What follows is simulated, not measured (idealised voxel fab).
Title: Process Module voxel wiring stack
It is cross-section cut that appears here, measuring 160 nm in width, its square cells being 5 nm in size.
Reading order for cross-sections: top band down to bottom band. Underlying form: a grid of square cells. Band size: one or more rows of cells.
A band entry consists of two parts. The first gives the height of the band's top and the height of its bottom, in nm. The rest lists the band's materials from left to right, each with its width in nm. A single material labelled with the word "full width" fills the band from edge to edge, and the word "air" marks empty space.
We count height from 0. Below that, the starting wafer is all one material. The lowest band never ends at the bottom but goes on down; see "top 0, no bottom" for how that is written.
So if you see something like "30->40" for the width, read it as the top row of the band sitting at the first number and the bottom row at the second, with every row in between moving by the same amount as the last.
Step note "nothing got changed" = no cross-section cell changed.
Closed empty spaces (no open way to the top) of 8 cells or more are what "Cavities, closed" lists, each as width x height at distance from the left edge, nm for all three.
Anything after a step's settings on that line? It's the simulator's own note about the step.
"overlay nm", when on a step's line for a step with a mask, measures how far to the right of its planned place the mask lay; a negative measure means to the left.

Plan:
1. op RECEIVE | material Si
2. op CONFORMAL_DEP | material SiO2 | thk nm 15
3. op CONFORMAL_DEP | material SiCN | thk nm 5
4. op DIRECTIONAL_DEP | material SiO2 | thk nm 15
5. op PATTERN | tone open | mask id METAL_1 | material resist | width nm 20 | pitch nm 35 | thk nm 15 | overlay nm 0
6. op DIRECTIONAL_ETCH | etch materials SiO2 | depth nm 15
7. op DIRECTIONAL_ETCH | etch materials SiCN | depth nm 5
8. op STRIP | etch materials resist
9. op CONFORMAL_DEP | material TiN | thk nm 5
10. op FILL_DEP | material Ru | thk nm 5
11. op CMP | height nm 35
12. op EPI | material Ru | thk nm 5
13. op FILL_DEP | material SiCN | thk nm 5
14. op DIRECTIONAL_DEP | material lowk | thk nm 30
15. op DIRECTIONAL_DEP | material aC | thk nm 15
16. op PATTERN | tone open | mask id METAL_2_HOLES | material resist | width nm 15 | pitch nm 35 | thk nm 30 | overlay nm 0
17. op DIRECTIONAL_ETCH | etch materials aC | depth nm 15
18. op STRIP | etch materials resist
19. op DIRECTIONAL_ETCH | etch materials lowk | depth nm 30
20. op STRIP | etch materials aC
21. op MASKED_ETCH | tone open | mask id METAL_2 | width nm 20 | pitch nm 35 | etch materials lowk | depth nm 20 | overlay nm 0
22. op MASKED_ETCH | tone open | mask id METAL_2 | width nm 20 | pitch nm 35 | etch materials SiCN | depth nm 5 | overlay nm 0
23. op CONFORMAL_DEP | material TiN | thk nm 5
24. op FILL_DEP | material Cu | thk nm 10
25. op CMP | height nm 75
26. op CONFORMAL_DEP | material SiN | thk nm 5

First of the two wafers, run per plan:

Cross-section of the incoming wafer, state after step 1:
> top 0, no bottom = Si full width
> Cavities, closed: none

How the wafer stands in section after step 2:
> top 15, bottom 0 = SiO2 full width
> Below 0, the layers are the same as they were.

How the wafer stands in section after step 3:
> top 20, bottom 15 = SiCN full width
> Below 15, the layers are the same as they were.

How the wafer stands in section after step 4:
> top 35, bottom 20 = SiO2 full width
> Below 20, the layers are the same as they were.

How the wafer stands in section after step 5:
> top 50, bottom 35 = resist=50, then air=20, then resist=15, then air=20, then resist=55
> Below 35, the layers are the same as they were.

How the wafer stands in section after step 6:
> top 50, bottom 35 = resist=50, then air=20, then resist=15, then air=20, then resist=55
> top 35, bottom 20 = SiO2=50, then air=20, then SiO2=15, then air=20, then SiO2=55
> Below 20, the layers are the same as they were.

How the wafer stands in section after step 7:
> top 50, bottom 35 = resist=50, then air=20, then resist=15, then air=20, then resist=55
> top 35, bottom 20 = SiO2=50, then air=20, then SiO2=15, then air=20, then SiO2=55
> top 20, bottom 15 = SiCN=50, then air=20, then SiCN=15, then air=20, then SiCN=55
> Below 15, the layers are the same as they were.

How the wafer stands in section after step 8:
> top 35, bottom 20 = SiO2=50, then air=20, then SiO2=15, then air=20, then SiO2=55
> Below 20, the layers are the same as they were.

How the wafer stands in section after step 9:
> top 40, bottom 35 = TiN=55, then air=10, then TiN=25, then air=10, then TiN=60
> top 35, bottom 20 = SiO2=50, then TiN=5, then air=10, then TiN=5, then SiO2=15, then TiN=5, then air=10, then TiN=5, then SiO2=55
> top 20, bottom 15 = SiCN=50, then TiN=20, then SiCN=15, then TiN=20, then SiCN=55
> Below 15, the layers are the same as they were.

How the wafer stands in section after step 10:
> top 45, bottom 40 = Ru full width
> top 40, bottom 35 = TiN=55, then Ru=10, then TiN=25, then Ru=10, then TiN=60
> top 35, bottom 20 = SiO2=50, then TiN=5, then Ru=10, then TiN=5, then SiO2=15, then TiN=5, then Ru=10, then TiN=5, then SiO2=55
> Below 20, the layers are the same as they were.

How the wafer stands in section after step 11:
> top 35, bottom 20 = SiO2=50, then TiN=5, then Ru=10, then TiN=5, then SiO2=15, then TiN=5, then Ru=10, then TiN=5, then SiO2=55
> Below 20, the layers are the same as they were.

How the wafer stands in section after step 12:
> top 40, bottom 35 = air=45, then Ru=30, then air=5, then Ru=30, then air=50
> Below 35, the layers are the same as they were.

How the wafer stands in section after step 13:
> top 45, bottom 40 = SiCN full width
> top 40, bottom 35 = SiCN=45, then Ru=30, then SiCN=5, then Ru=30, then SiCN=50
> Below 35, the layers are the same as they were.

How the wafer stands in section after step 14:
> top 75, bottom 45 = lowk full width
> Below 45, the layers are the same as they were.

How the wafer stands in section after step 15:
> top 90, bottom 75 = aC full width
> Below 75, the layers are the same as they were.

How the wafer stands in section after step 16:
> top 120, bottom 90 = resist=50, then air=15, then resist=20, then air=15, then resist=60
> Below 90, the layers are the same as they were.

How the wafer stands in section after step 17:
> top 105, bottom 90 = resist=50, then air=15, then resist=20, then air=15, then resist=60
> top 90, bottom 75 = aC=50, then air=15, then aC=20, then air=15, then aC=60
> Below 75, the layers are the same as they were.

How the wafer stands in section after step 18:
> top 90, bottom 75 = aC=50, then air=15, then aC=20, then air=15, then aC=60
> Below 75, the layers are the same as they were.

How the wafer stands in section after step 19:
> top 90, bottom 75 = aC=50, then air=15, then aC=20, then air=15, then aC=60
> top 75, bottom 45 = lowk=50, then air=15, then lowk=20, then air=15, then lowk=60
> Below 45, the layers are the same as they were.

How the wafer stands in section after step 20:
> top 75, bottom 45 = lowk=50, then air=15, then lowk=20, then air=15, then lowk=60
> Below 45, the layers are the same as they were.

How the wafer stands in section after step 21:
> top 75, bottom 55 = lowk=50, then air=20, then lowk=15, then air=20, then lowk=55
> Below 55, the layers are the same as they were.

How the wafer stands in section after step 22:
> top 75, bottom 55 = lowk=50, then air=20, then lowk=15, then air=20, then lowk=55
> top 55, bottom 45 = lowk=50, then air=15, then lowk=20, then air=15, then lowk=60
> top 45, bottom 40 = SiCN=50, then air=15, then SiCN=20, then air=15, then SiCN=60
> Below 40, the layers are the same as they were.

How the wafer stands in section after step 23:
> top 80, bottom 75 = TiN=55, then air=10, then TiN=25, then air=10, then TiN=60
> top 75, bottom 60 = lowk=50, then TiN=5, then air=10, then TiN=5, then lowk=15, then TiN=5, then air=10, then TiN=5, then lowk=55
> top 60, bottom 55 = lowk=50, then TiN=5, then air=5, then TiN=10, then lowk=15, then TiN=5, then air=5, then TiN=10, then lowk=55
> top 55, bottom 45 = lowk=50, then TiN=5, then air=5, then TiN=5, then lowk=20, then TiN=5, then air=5, then TiN=5, then lowk=60
> top 45, bottom 40 = SiCN=50, then TiN=15, then SiCN=20, then TiN=15, then SiCN=60
> Below 40, the layers are the same as they were.

How the wafer stands in section after step 24:
> top 90, bottom 80 = Cu full width
> top 80, bottom 75 = TiN=55, then Cu=10, then TiN=25, then Cu=10, then TiN=60
> top 75, bottom 60 = lowk=50, then TiN=5, then Cu=10, then TiN=5, then lowk=15, then TiN=5, then Cu=10, then TiN=5, then lowk=55
> top 60, bottom 55 = lowk=50, then TiN=5, then Cu=5, then TiN=10, then lowk=15, then TiN=5, then Cu=5, then TiN=10, then lowk=55
> top 55, bottom 45 = lowk=50, then TiN=5, then Cu=5, then TiN=5, then lowk=20, then TiN=5, then Cu=5, then TiN=5, then lowk=60
> Below 45, the layers are the same as they were.

How the wafer stands in section after step 25:
> top 75, bottom 60 = lowk=50, then TiN=5, then Cu=10, then TiN=5, then lowk=15, then TiN=5, then Cu=10, then TiN=5, then lowk=55
> Below 60, the layers are the same as they were.

How the wafer stands in section after step 26:
> top 80, bottom 75 = SiN full width
> Below 75, the layers are the same as they were.

It is to be noted that the second wafer proceeded from the same initial state and according to the same plan as the first, although one mistake was committed in its execution; through step 20, inclusive, the two wafers share an identical history:

Second wafer, cut view, end of step 21 per plan:
> top 75, bottom 55 = lowk=45, then air=20, then lowk=15, then air=20, then lowk=60
> Below 55, the layers are the same as they were.

Second wafer, cut view, end of step 22 per plan:
> top 75, bottom 55 = lowk=45, then air=20, then lowk=15, then air=20, then lowk=60
> top 55, bottom 45 = lowk=50, then air=15, then lowk=20, then air=15, then lowk=60
> top 45, bottom 40 = SiCN=50, then air=15, then SiCN=20, then air=15, then SiCN=60
> Below 40, the layers are the same as they were.

Second wafer, cut view, end of step 23 per plan:
> top 80, bottom 75 = TiN=50, then air=10, then TiN=25, then air=10, then TiN=65
> top 75, bottom 60 = lowk=45, then TiN=5, then air=10, then TiN=5, then lowk=15, then TiN=5, then air=10, then TiN=5, then lowk=60
> top 60, bottom 55 = lowk=45, then TiN=10, then air=5, then TiN=5, then lowk=15, then TiN=10, then air=5, then TiN=5, then lowk=60
> top 55, bottom 45 = lowk=50, then TiN=5, then air=5, then TiN=5, then lowk=20, then TiN=5, then air=5, then TiN=5, then lowk=60
> top 45, bottom 40 = SiCN=50, then TiN=15, then SiCN=20, then TiN=15, then SiCN=60
> Below 40, the layers are the same as they were.

Second wafer, cut view, end of step 24 per plan:
> top 90, bottom 80 = Cu full width
> top 80, bottom 75 = TiN=50, then Cu=10, then TiN=25, then Cu=10, then TiN=65
> top 75, bottom 60 = lowk=45, then TiN=5, then Cu=10, then TiN=5, then lowk=15, then TiN=5, then Cu=10, then TiN=5, then lowk=60
> top 60, bottom 55 = lowk=45, then TiN=10, then Cu=5, then TiN=5, then lowk=15, then TiN=10, then Cu=5, then TiN=5, then lowk=60
> top 55, bottom 45 = lowk=50, then TiN=5, then Cu=5, then TiN=5, then lowk=20, then TiN=5, then Cu=5, then TiN=5, then lowk=60
> Below 45, the layers are the same as they were.

Second wafer, cut view, end of step 25 per plan:
> top 75, bottom 60 = lowk=45, then TiN=5, then Cu=10, then TiN=5, then lowk=15, then TiN=5, then Cu=10, then TiN=5, then lowk=60
> Below 60, the layers are the same as they were.

Second wafer, cut view, end of step 26 per plan:
> top 80, bottom 75 = SiN full width
> Below 75, the layers are the same as they were.
Heads up, the wafer didn't run the way we planned it: in deviation from the planned setting, step 21 was conducted as op MASKED_ETCH | tone open | mask id METAL_2 | width nm 20 | pitch nm 35 | etch materials lowk | depth nm 20 | overlay nm -5
Cell counts per material: same on both final wafers. Positions: different.
